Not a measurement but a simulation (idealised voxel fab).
Name of the process module below: voxel transistor to metal
FYI the section here is cut, 290 nm wide, cells are 5 nm squares.
We lay out every cross-section as a grid of square cells and spell it out in bands from the top down, where one band means one or more rows of cells.
What a band's entry tells you: where the top is and where the bottom is, as heights in nm, and after that what lies inside, material by material from left to right, each with its width in nm. Empty space is written as the word "air", and a single material marked with the word "throughout" occupies the band from edge to edge.
Heads up on the height convention: 0 is the point under which the incoming wafer is all one material, and the lowest band has no bottom, it just keeps going down, like "0 nm and below".
A width given as "30 to 40" starts at the first number in the band's top row and ends at the second number in its bottom row, shifting by an equal amount at every step from row to row.
"nothing got changed" after a step means that no cell of the cross-section changed.
Any empty space of 8 cells or more lacking an open way to the top shows up in "Enclosed void listing" as width x height at distance, distance from the left edge, in nm.
Heads up: the bit after the settings on a step's line is the simulator's remark on that step.
A step line may carry the setting "overlay nm", which, for steps involving a mask, states the distance by which the mask lay to the right of its intended position; negative values denote displacement to the left.
List of planned process steps:
1,op RECEIVE | material Si
2,op CONFORMAL_DEP | material SiO2 | thk nm 5
3,op CONFORMAL_DEP | material SiN | thk nm 15
4,op PATTERN | tone cover | mask id ACTIVE | material resist | width nm 105 | pitch nm 125 | thk nm 15 | overlay nm 0
5,op DIRECTIONAL_ETCH | etch materials SiN | depth nm 15
6,op DIRECTIONAL_ETCH | etch materials SiO2 | depth nm 5
7,op DIRECTIONAL_ETCH | etch materials Si | depth nm 25
8,op STRIP | etch materials resist
9,op FILL_DEP | material SiO2 | thk nm 15
10,op CMP | height nm 20
11,op SELECTIVE_ETCH | etch materials SiO2 | depth nm 5
12,op STRIP | etch materials SiN
13,op SELECTIVE_ETCH | etch materials SiO2 | depth nm 5
14,op OXIDIZE | depth nm 5
15,op DIRECTIONAL_DEP | material polySi | thk nm 30
16,op DIRECTIONAL_DEP | material SiCN | thk nm 15
17,op PATTERN | tone cover | mask id GATE | material resist | width nm 35 | pitch nm 125 | thk nm 15 | overlay nm 0
18,op DIRECTIONAL_ETCH | etch materials SiCN | depth nm 25
19,op DIRECTIONAL_ETCH | etch materials polySi | depth nm 40
20,op STRIP | etch materials resist
21,op CONFORMAL_DEP | material SiN | thk nm 5
22,op DIRECTIONAL_ETCH | etch materials SiN | depth nm 5
23,op DIRECTIONAL_ETCH | etch materials SiO2 | depth nm 5
24,op EPI | material pSi | thk nm 5
25,op FILL_DEP | material SiO2 | thk nm 10
26,op CMP | height nm 30
27,op STRIP | etch materials polySi
28,op SELECTIVE_ETCH | etch materials SiO2 | depth nm 5
29,op CONFORMAL_DEP | material HfO2 | thk nm 5
30,op CONFORMAL_DEP | material TiN | thk nm 5
31,op FILL_DEP | material W | thk nm 5
32,op CMP | height nm 25
33,op DIRECTIONAL_DEP | material SiO2 | thk nm 15
34,op MASKED_ETCH | tone open | mask id CONTACT | width nm 15 | etch materials SiO2 | depth nm 40 | overlay nm 0
35,op CONFORMAL_DEP | material TiN | thk nm 5
36,op FILL_DEP | material Ru | thk nm 5
37,op CMP | height nm 40
38,op CONFORMAL_DEP | material SiCN | thk nm 5
39,op DIRECTIONAL_DEP | material SiO2 | thk nm 25
40,op PATTERN | tone open | mask id METAL_1 | material resist | width nm 15 | thk nm 20 | overlay nm 0
41,op DIRECTIONAL_ETCH | etch materials SiO2 | depth nm 25
42,op DIRECTIONAL_ETCH | etch materials SiCN | depth nm 5
43,op STRIP | etch materials resist
44,op CONFORMAL_DEP | material TiN | thk nm 5
45,op FILL_DEP | material Ru | thk nm 10
46,op CMP | height nm 70
47,op CONFORMAL_DEP | material SiCN | thk nm 5
Cross-section of the wafer as it came to us, i.e., already through step 1:
    0 nm and below = Si throughout
    Enclosed void listing: none
Cross-sectional view of the first of the two wafers upon completion of the module, processed in accordance with the plan:
    75 nm to 70 nm = SiCN throughout
    70 nm to 45 nm = SiO2 (35), TiN (5), Ru (5), TiN (5), SiO2 (65), TiN (5), Ru (5), TiN (5), SiO2 (30), TiN (5), Ru (5), TiN (5), SiO2 (65), TiN (5), Ru (5), TiN (5), SiO2 (35)
    45 nm to 40 nm = SiCN (35), TiN (15), SiCN (65), TiN (15), SiCN (30), TiN (15), SiCN (65), TiN (15), SiCN (35)
    40 nm to 25 nm = SiO2 (35), TiN (5), Ru (5), TiN (5), SiO2 (65), TiN (5), Ru (5), TiN (5), SiO2 (30), TiN (5), Ru (5), TiN (5), SiO2 (65), TiN (5), Ru (5), TiN (5), SiO2 (35)
    25 nm to 10 nm = SiO2 (35), TiN (5), Ru (5), TiN (5), SiO2 (10), SiN (5), HfO2 (5), TiN (5), W (15), TiN (5), HfO2 (5), SiN (5), SiO2 (10), TiN (5), Ru (5), TiN (5), SiO2 (30), TiN (5), Ru (5), TiN (5), SiO2 (10), SiN (5), HfO2 (5), TiN (5), W (15), TiN (5), HfO2 (5), SiN (5), SiO2 (10), TiN (5), Ru (5), TiN (5), SiO2 (35)
    10 nm to 5 nm = SiO2 (25), SiN (5), SiO2 (5), TiN (5), Ru (5), TiN (5), SiO2 (10), SiN (5), HfO2 (5), TiN (5), W (15), TiN (5), HfO2 (5), SiN (5), SiO2 (10), TiN (5), Ru (5), TiN (5), SiO2 (5), SiN (5), SiO2 (10), SiN (5), SiO2 (5), TiN (5), Ru (5), TiN (5), SiO2 (10), SiN (5), HfO2 (5), TiN (5), W (15), TiN (5), HfO2 (5), SiN (5), SiO2 (10), TiN (5), Ru (5), TiN (5), SiO2 (5), SiN (5), SiO2 (25)
    5 nm to 0 nm = SiO2 (25), SiN (5), SiO2 (5), TiN (15), SiO2 (10), SiN (5), HfO2 (5), TiN (25), HfO2 (5), SiN (5), SiO2 (10), TiN (15), SiO2 (5), SiN (5), SiO2 (10), SiN (5), SiO2 (5), TiN (15), SiO2 (10), SiN (5), HfO2 (5), TiN (25), HfO2 (5), SiN (5), SiO2 (10), TiN (15), SiO2 (5), SiN (5), SiO2 (25)
    0 nm to -5 nm = SiO2 (30), pSi (30), HfO2 (45), pSi (30), SiO2 (20), pSi (30), HfO2 (45), pSi (30), SiO2 (30)
    -5 nm to -25 nm = SiO2 (30), Si (105), SiO2 (20), Si (105), SiO2 (30)
    -25 nm and below = Si throughout
    Enclosed void listing: none
Second wafer through the module, sectioned at the end: same beginning and same plan as the first wafer, with one mistake in carrying it out:
    75 nm to 70 nm = SiCN throughout
    70 nm to 65 nm = SiCN (35), TiN (15), SiCN (65), TiN (15), SiCN (30), TiN (15), SiCN (65), TiN (15), SiCN (35)
    65 nm to 40 nm = SiO2 throughout
    40 nm to 25 nm = SiO2 (35), TiN (5), Ru (5), TiN (5), SiO2 (65), TiN (5), Ru (5), TiN (5), SiO2 (30), TiN (5), Ru (5), TiN (5), SiO2 (65), TiN (5), Ru (5), TiN (5), SiO2 (35)
    25 nm to 10 nm = SiO2 (35), TiN (5), Ru (5), TiN (5), SiO2 (10), SiN (5), HfO2 (5), TiN (5), W (15), TiN (5), HfO2 (5), SiN (5), SiO2 (10), TiN (5), Ru (5), TiN (5), SiO2 (30), TiN (5), Ru (5), TiN (5), SiO2 (10), SiN (5), HfO2 (5), TiN (5), W (15), TiN (5), HfO2 (5), SiN (5), SiO2 (10), TiN (5), Ru (5), TiN (5), SiO2 (35)
    10 nm to 5 nm = SiO2 (25), SiN (5), SiO2 (5), TiN (5), Ru (5), TiN (5), SiO2 (10), SiN (5), HfO2 (5), TiN (5), W (15), TiN (5), HfO2 (5), SiN (5), SiO2 (10), TiN (5), Ru (5), TiN (5), SiO2 (5), SiN (5), SiO2 (10), SiN (5), SiO2 (5), TiN (5), Ru (5), TiN (5), SiO2 (10), SiN (5), HfO2 (5), TiN (5), W (15), TiN (5), HfO2 (5), SiN (5), SiO2 (10), TiN (5), Ru (5), TiN (5), SiO2 (5), SiN (5), SiO2 (25)
    5 nm to 0 nm = SiO2 (25), SiN (5), SiO2 (5), TiN (15), SiO2 (10), SiN (5), HfO2 (5), TiN (25), HfO2 (5), SiN (5), SiO2 (10), TiN (15), SiO2 (5), SiN (5), SiO2 (10), SiN (5), SiO2 (5), TiN (15), SiO2 (10), SiN (5), HfO2 (5), TiN (25), HfO2 (5), SiN (5), SiO2 (10), TiN (15), SiO2 (5), SiN (5), SiO2 (25)
    0 nm to -5 nm = SiO2 (30), pSi (30), HfO2 (45), pSi (30), SiO2 (20), pSi (30), HfO2 (45), pSi (30), SiO2 (30)
    -5 nm to -25 nm = SiO2 (30), Si (105), SiO2 (20), Si (105), SiO2 (30)
    -25 nm and below = Si throughout
    Enclosed void listing: none
Here's what went sideways: note: step 38 <-> step 39, run order reversed vs plan
In the final state, the cell counts of the second wafer exceed or fall short of those of the first for the following materials: Ru: 20 fewer | SiO2: 60 more | TiN: 40 fewer
